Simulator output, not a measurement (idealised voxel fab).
Documented hereafter: the process module known as voxel quadruple lines.
Cross-section cut: width 300 nm, square cells of 5 nm.
In this document a cross-section is written as a grid of square cells. It is given as a series of bands, listed from the top down, and a band is one or more rows of cells.
Top, bottom (nm), then materials left to right with widths (nm); lone material tagged "full width" fills the whole band edge to edge; "blank" = empty space.
All heights in this document are referenced to 0, defined as the level beneath which the wafer, as received, consists entirely of one material. The lowest band is not bounded below; it extends indefinitely downward and is written in the form "from 0 down".
With a width like "30 to 40", each row of cells in the band differs from the next by the same amount, the top row carrying the first number and the bottom row the second.
"remained unchanged" means the step left every cell of the cross-section as it was.
The entry "Sealed cavities" lists the empty spaces that cover at least 8 cells and have no open path to the top. Each is written as width x height at distance, where the distance is measured from the left edge and all three values are in nm.
Formally, on a step line, whatever follows the settings is a remark that the simulator itself makes on the step.
"overlay nm" answers the question of how far to the right of plan the mask lay on a step that has a mask, and when it is negative the answer is to the left.
PROCESS STEPS FORESEEN IN THE PLAN
1,op RECEIVE | material Si
2,op CONFORMAL_DEP | material Al2O3 | thk nm 5
3,op DIRECTIONAL_DEP | material W | thk nm 15
4,op DIRECTIONAL_DEP | material polySi | thk nm 20
5,op DIRECTIONAL_DEP | material aC | thk nm 25
6,op PATTERN | tone cover | mask id MANDREL | material resist | width nm 25 | pitch nm 80 | thk nm 35 | overlay nm 0
7,op DIRECTIONAL_ETCH | etch materials aC | depth nm 25
8,op STRIP | etch materials resist
9,op CONFORMAL_DEP | material SiO2 | thk nm 15
10,op DIRECTIONAL_ETCH | etch materials SiO2 | depth nm 15
11,op STRIP | etch materials aC
12,op DIRECTIONAL_ETCH | etch materials polySi | depth nm 20
13,op STRIP | etch materials SiO2
14,op CONFORMAL_DEP | material SiCN | thk nm 5
15,op DIRECTIONAL_ETCH | etch materials SiCN | depth nm 5
16,op STRIP | etch materials polySi
17,op DIRECTIONAL_ETCH | etch materials W | depth nm 15
18,op STRIP | etch materials SiCN
19,op FILL_DEP | material SiO2 | thk nm 10
20,op CMP | height nm 20
WHAT FOLLOWS COVERS THE FIRST OF TWO WAFERS; IT RAN AS PLANNED
SHOWN IN CROSS-SECTION IS THE WAFER AS RECEIVED, THAT IS, AS IT STANDS AFTER STEP 1
- from 0 down  Si full width
- Sealed cavities: none
THE WAFER, SEEN IN CROSS-SECTION, AFTER STEP 2
- from 5 to 0  Al2O3 full width
- Note: structure below 0 unchanged.
THE WAFER, SEEN IN CROSS-SECTION, AFTER STEP 3
- from 20 to 5  W full width
- Note: structure below 5 unchanged.
THE WAFER, SEEN IN CROSS-SECTION, AFTER STEP 4
- from 40 to 20  polySi full width
- Note: structure below 20 unchanged.
THE WAFER, SEEN IN CROSS-SECTION, AFTER STEP 5
- from 65 to 40  aC full width
- Note: structure below 40 unchanged.
THE WAFER, SEEN IN CROSS-SECTION, AFTER STEP 6
- from 100 to 65  95 nm blank | 25 nm resist | 55 nm blank | 25 nm resist | 100 nm blank
- Note: structure below 65 unchanged.
THE WAFER, SEEN IN CROSS-SECTION, AFTER STEP 7
- from 75 to 65  95 nm blank | 25 nm resist | 55 nm blank | 25 nm resist | 100 nm blank
- from 65 to 40  95 nm blank | 25 nm aC | 55 nm blank | 25 nm aC | 100 nm blank
- Note: structure below 40 unchanged.
THE WAFER, SEEN IN CROSS-SECTION, AFTER STEP 8
- from 65 to 40  95 nm blank | 25 nm aC | 55 nm blank | 25 nm aC | 100 nm blank
- Note: structure below 40 unchanged.
THE WAFER, SEEN IN CROSS-SECTION, AFTER STEP 9
- from 80 to 65  80 nm blank | 55 nm SiO2 | 25 nm blank | 55 nm SiO2 | 85 nm blank
- from 65 to 55  80 nm blank | 15 nm SiO2 | 25 nm aC | 15 nm SiO2 | 25 nm blank | 15 nm SiO2 | 25 nm aC | 15 nm SiO2 | 85 nm blank
- from 55 to 40  95 nm SiO2 | 25 nm aC | 55 nm SiO2 | 25 nm aC | 100 nm SiO2
- Note: structure below 40 unchanged.
THE WAFER, SEEN IN CROSS-SECTION, AFTER STEP 10
- from 65 to 40  80 nm blank | 15 nm SiO2 | 25 nm aC | 15 nm SiO2 | 25 nm blank | 15 nm SiO2 | 25 nm aC | 15 nm SiO2 | 85 nm blank
- Note: structure below 40 unchanged.
THE WAFER, SEEN IN CROSS-SECTION, AFTER STEP 11
- from 65 to 40  80 nm blank | 15 nm SiO2 | 25 nm blank | 15 nm SiO2 | 25 nm blank | 15 nm SiO2 | 25 nm blank | 15 nm SiO2 | 85 nm blank
- Note: structure below 40 unchanged.
THE WAFER, SEEN IN CROSS-SECTION, AFTER STEP 12
- from 65 to 40  80 nm blank | 15 nm SiO2 | 25 nm blank | 15 nm SiO2 | 25 nm blank | 15 nm SiO2 | 25 nm blank | 15 nm SiO2 | 85 nm blank
- from 40 to 20  80 nm blank | 15 nm polySi | 25 nm blank | 15 nm polySi | 25 nm blank | 15 nm polySi | 25 nm blank | 15 nm polySi | 85 nm blank
- Note: structure below 20 unchanged.
THE WAFER, SEEN IN CROSS-SECTION, AFTER STEP 13
- from 40 to 20  80 nm blank | 15 nm polySi | 25 nm blank | 15 nm polySi | 25 nm blank | 15 nm polySi | 25 nm blank | 15 nm polySi | 85 nm blank
- Note: structure below 20 unchanged.
THE WAFER, SEEN IN CROSS-SECTION, AFTER STEP 14
- from 45 to 40  75 nm blank | 25 nm SiCN | 15 nm blank | 25 nm SiCN | 15 nm blank | 25 nm SiCN | 15 nm blank | 25 nm SiCN | 80 nm blank
- from 40 to 25  75 nm blank | 5 nm SiCN | 15 nm polySi | 5 nm SiCN | 15 nm blank | 5 nm SiCN | 15 nm polySi | 5 nm SiCN | 15 nm blank | 5 nm SiCN | 15 nm polySi | 5 nm SiCN | 15 nm blank | 5 nm SiCN | 15 nm polySi | 5 nm SiCN | 80 nm blank
- from 25 to 20  80 nm SiCN | 15 nm polySi | 25 nm SiCN | 15 nm polySi | 25 nm SiCN | 15 nm polySi | 25 nm SiCN | 15 nm polySi | 85 nm SiCN
- Note: structure below 20 unchanged.
THE WAFER, SEEN IN CROSS-SECTION, AFTER STEP 15
- from 40 to 20  75 nm blank | 5 nm SiCN | 15 nm polySi | 5 nm SiCN | 15 nm blank | 5 nm SiCN | 15 nm polySi | 5 nm SiCN | 15 nm blank | 5 nm SiCN | 15 nm polySi | 5 nm SiCN | 15 nm blank | 5 nm SiCN | 15 nm polySi | 5 nm SiCN | 80 nm blank
- Note: structure below 20 unchanged.
THE WAFER, SEEN IN CROSS-SECTION, AFTER STEP 16
- from 40 to 20  75 nm blank | 5 nm SiCN | 15 nm blank | 5 nm SiCN | 15 nm blank | 5 nm SiCN | 15 nm blank | 5 nm SiCN | 15 nm blank | 5 nm SiCN | 15 nm blank | 5 nm SiCN | 15 nm blank | 5 nm SiCN | 15 nm blank | 5 nm SiCN | 80 nm blank
- Note: structure below 20 unchanged.
THE WAFER, SEEN IN CROSS-SECTION, AFTER STEP 17
- from 40 to 20  75 nm blank | 5 nm SiCN | 15 nm blank | 5 nm SiCN | 15 nm blank | 5 nm SiCN | 15 nm blank | 5 nm SiCN | 15 nm blank | 5 nm SiCN | 15 nm blank | 5 nm SiCN | 15 nm blank | 5 nm SiCN | 15 nm blank | 5 nm SiCN | 80 nm blank
- from 20 to 5  75 nm blank | 5 nm W | 15 nm blank | 5 nm W | 15 nm blank | 5 nm W | 15 nm blank | 5 nm W | 15 nm blank | 5 nm W | 15 nm blank | 5 nm W | 15 nm blank | 5 nm W | 15 nm blank | 5 nm W | 80 nm blank
- Note: structure below 5 unchanged.
THE WAFER, SEEN IN CROSS-SECTION, AFTER STEP 18
- from 20 to 5  75 nm blank | 5 nm W | 15 nm blank | 5 nm W | 15 nm blank | 5 nm W | 15 nm blank | 5 nm W | 15 nm blank | 5 nm W | 15 nm blank | 5 nm W | 15 nm blank | 5 nm W | 15 nm blank | 5 nm W | 80 nm blank
- Note: structure below 5 unchanged.
THE WAFER, SEEN IN CROSS-SECTION, AFTER STEP 19
- from 30 to 20  SiO2 full width
- from 20 to 5  75 nm SiO2 | 5 nm W | 15 nm SiO2 | 5 nm W | 15 nm SiO2 | 5 nm W | 15 nm SiO2 | 5 nm W | 15 nm SiO2 | 5 nm W | 15 nm SiO2 | 5 nm W | 15 nm SiO2 | 5 nm W | 15 nm SiO2 | 5 nm W | 80 nm SiO2
- Note: structure below 5 unchanged.
THE WAFER, SEEN IN CROSS-SECTION, AFTER STEP 20
- from 20 to 5  75 nm SiO2 | 5 nm W | 15 nm SiO2 | 5 nm W | 15 nm SiO2 | 5 nm W | 15 nm SiO2 | 5 nm W | 15 nm SiO2 | 5 nm W | 15 nm SiO2 | 5 nm W | 15 nm SiO2 | 5 nm W | 15 nm SiO2 | 5 nm W | 80 nm SiO2
- Note: structure below 5 unchanged.
SECOND WAFER. START AND PLAN AS FOR THE FIRST. ONE MISTAKE MADE IN RUNNING. AGREES WITH THE FIRST UP TO AND INCLUDING STEP 5
SECOND WAFER AT THE PLANNED FINISH OF STEP 6, SEEN IN CROSS-SECTION
- from 100 to 65  85 nm blank | 25 nm resist | 55 nm blank | 25 nm resist | 110 nm blank
- Note: structure below 65 unchanged.
SECOND WAFER AT THE PLANNED FINISH OF STEP 7, SEEN IN CROSS-SECTION
- from 75 to 65  85 nm blank | 25 nm resist | 55 nm blank | 25 nm resist | 110 nm blank
- from 65 to 40  85 nm blank | 25 nm aC | 55 nm blank | 25 nm aC | 110 nm blank
- Note: structure below 40 unchanged.
SECOND WAFER AT THE PLANNED FINISH OF STEP 8, SEEN IN CROSS-SECTION
- from 65 to 40  85 nm blank | 25 nm aC | 55 nm blank | 25 nm aC | 110 nm blank
- Note: structure below 40 unchanged.
SECOND WAFER AT THE PLANNED FINISH OF STEP 9, SEEN IN CROSS-SECTION
- from 80 to 65  70 nm blank | 55 nm SiO2 | 25 nm blank | 55 nm SiO2 | 95 nm blank
- from 65 to 55  70 nm blank | 15 nm SiO2 | 25 nm aC | 15 nm SiO2 | 25 nm blank | 15 nm SiO2 | 25 nm aC | 15 nm SiO2 | 95 nm blank
- from 55 to 40  85 nm SiO2 | 25 nm aC | 55 nm SiO2 | 25 nm aC | 110 nm SiO2
- Note: structure below 40 unchanged.
SECOND WAFER AT THE PLANNED FINISH OF STEP 10, SEEN IN CROSS-SECTION
- from 65 to 40  70 nm blank | 15 nm SiO2 | 25 nm aC | 15 nm SiO2 | 25 nm blank | 15 nm SiO2 | 25 nm aC | 15 nm SiO2 | 95 nm blank
- Note: structure below 40 unchanged.
SECOND WAFER AT THE PLANNED FINISH OF STEP 11, SEEN IN CROSS-SECTION
- from 65 to 40  70 nm blank | 15 nm SiO2 | 25 nm blank | 15 nm SiO2 | 25 nm blank | 15 nm SiO2 | 25 nm blank | 15 nm SiO2 | 95 nm blank
- Note: structure below 40 unchanged.
SECOND WAFER AT THE PLANNED FINISH OF STEP 12, SEEN IN CROSS-SECTION
- from 65 to 40  70 nm blank | 15 nm SiO2 | 25 nm blank | 15 nm SiO2 | 25 nm blank | 15 nm SiO2 | 25 nm blank | 15 nm SiO2 | 95 nm blank
- from 40 to 20  70 nm blank | 15 nm polySi | 25 nm blank | 15 nm polySi | 25 nm blank | 15 nm polySi | 25 nm blank | 15 nm polySi | 95 nm blank
- Note: structure below 20 unchanged.
SECOND WAFER AT THE PLANNED FINISH OF STEP 13, SEEN IN CROSS-SECTION
- from 40 to 20  70 nm blank | 15 nm polySi | 25 nm blank | 15 nm polySi | 25 nm blank | 15 nm polySi | 25 nm blank | 15 nm polySi | 95 nm blank
- Note: structure below 20 unchanged.
SECOND WAFER AT THE PLANNED FINISH OF STEP 14, SEEN IN CROSS-SECTION
- from 45 to 40  65 nm blank | 25 nm SiCN | 15 nm blank | 25 nm SiCN | 15 nm blank | 25 nm SiCN | 15 nm blank | 25 nm SiCN | 90 nm blank
- from 40 to 25  65 nm blank | 5 nm SiCN | 15 nm polySi | 5 nm SiCN | 15 nm blank | 5 nm SiCN | 15 nm polySi | 5 nm SiCN | 15 nm blank | 5 nm SiCN | 15 nm polySi | 5 nm SiCN | 15 nm blank | 5 nm SiCN | 15 nm polySi | 5 nm SiCN | 90 nm blank
- from 25 to 20  70 nm SiCN | 15 nm polySi | 25 nm SiCN | 15 nm polySi | 25 nm SiCN | 15 nm polySi | 25 nm SiCN | 15 nm polySi | 95 nm SiCN
- Note: structure below 20 unchanged.
SECOND WAFER AT THE PLANNED FINISH OF STEP 15, SEEN IN CROSS-SECTION
- from 40 to 20  65 nm blank | 5 nm SiCN | 15 nm polySi | 5 nm SiCN | 15 nm blank | 5 nm SiCN | 15 nm polySi | 5 nm SiCN | 15 nm blank | 5 nm SiCN | 15 nm polySi | 5 nm SiCN | 15 nm blank | 5 nm SiCN | 15 nm polySi | 5 nm SiCN | 90 nm blank
- Note: structure below 20 unchanged.
SECOND WAFER AT THE PLANNED FINISH OF STEP 16, SEEN IN CROSS-SECTION
- from 40 to 20  65 nm blank | 5 nm SiCN | 15 nm blank | 5 nm SiCN | 15 nm blank | 5 nm SiCN | 15 nm blank | 5 nm SiCN | 15 nm blank | 5 nm SiCN | 15 nm blank | 5 nm SiCN | 15 nm blank | 5 nm SiCN | 15 nm blank | 5 nm SiCN | 90 nm blank
- Note: structure below 20 unchanged.
SECOND WAFER AT THE PLANNED FINISH OF STEP 17, SEEN IN CROSS-SECTION
- from 40 to 20  65 nm blank | 5 nm SiCN | 15 nm blank | 5 nm SiCN | 15 nm blank | 5 nm SiCN | 15 nm blank | 5 nm SiCN | 15 nm blank | 5 nm SiCN | 15 nm blank | 5 nm SiCN | 15 nm blank | 5 nm SiCN | 15 nm blank | 5 nm SiCN | 90 nm blank
- from 20 to 5  65 nm blank | 5 nm W | 15 nm blank | 5 nm W | 15 nm blank | 5 nm W | 15 nm blank | 5 nm W | 15 nm blank | 5 nm W | 15 nm blank | 5 nm W | 15 nm blank | 5 nm W | 15 nm blank | 5 nm W | 90 nm blank
- Note: structure below 5 unchanged.
SECOND WAFER AT THE PLANNED FINISH OF STEP 18, SEEN IN CROSS-SECTION
- from 20 to 5  65 nm blank | 5 nm W | 15 nm blank | 5 nm W | 15 nm blank | 5 nm W | 15 nm blank | 5 nm W | 15 nm blank | 5 nm W | 15 nm blank | 5 nm W | 15 nm blank | 5 nm W | 15 nm blank | 5 nm W | 90 nm blank
- Note: structure below 5 unchanged.
SECOND WAFER AT THE PLANNED FINISH OF STEP 19, SEEN IN CROSS-SECTION
- from 30 to 20  SiO2 full width
- from 20 to 5  65 nm SiO2 | 5 nm W | 15 nm SiO2 | 5 nm W | 15 nm SiO2 | 5 nm W | 15 nm SiO2 | 5 nm W | 15 nm SiO2 | 5 nm W | 15 nm SiO2 | 5 nm W | 15 nm SiO2 | 5 nm W | 15 nm SiO2 | 5 nm W | 90 nm SiO2
- Note: structure below 5 unchanged.
SECOND WAFER AT THE PLANNED FINISH OF STEP 20, SEEN IN CROSS-SECTION
- from 20 to 5  65 nm SiO2 | 5 nm W | 15 nm SiO2 | 5 nm W | 15 nm SiO2 | 5 nm W | 15 nm SiO2 | 5 nm W | 15 nm SiO2 | 5 nm W | 15 nm SiO2 | 5 nm W | 15 nm SiO2 | 5 nm W | 15 nm SiO2 | 5 nm W | 90 nm SiO2
- Note: structure below 5 unchanged.
What was done differently from what was planned? note that step 6 departed from the planned setting and was carried out as op PATTERN | tone cover | mask id MANDREL | material resist | width nm 25 | pitch nm 80 | thk nm 35 | overlay nm -10
In the final comparison it is observed that the number of cells assigned to each material is identical for the two wafers, whereas their placement is not.
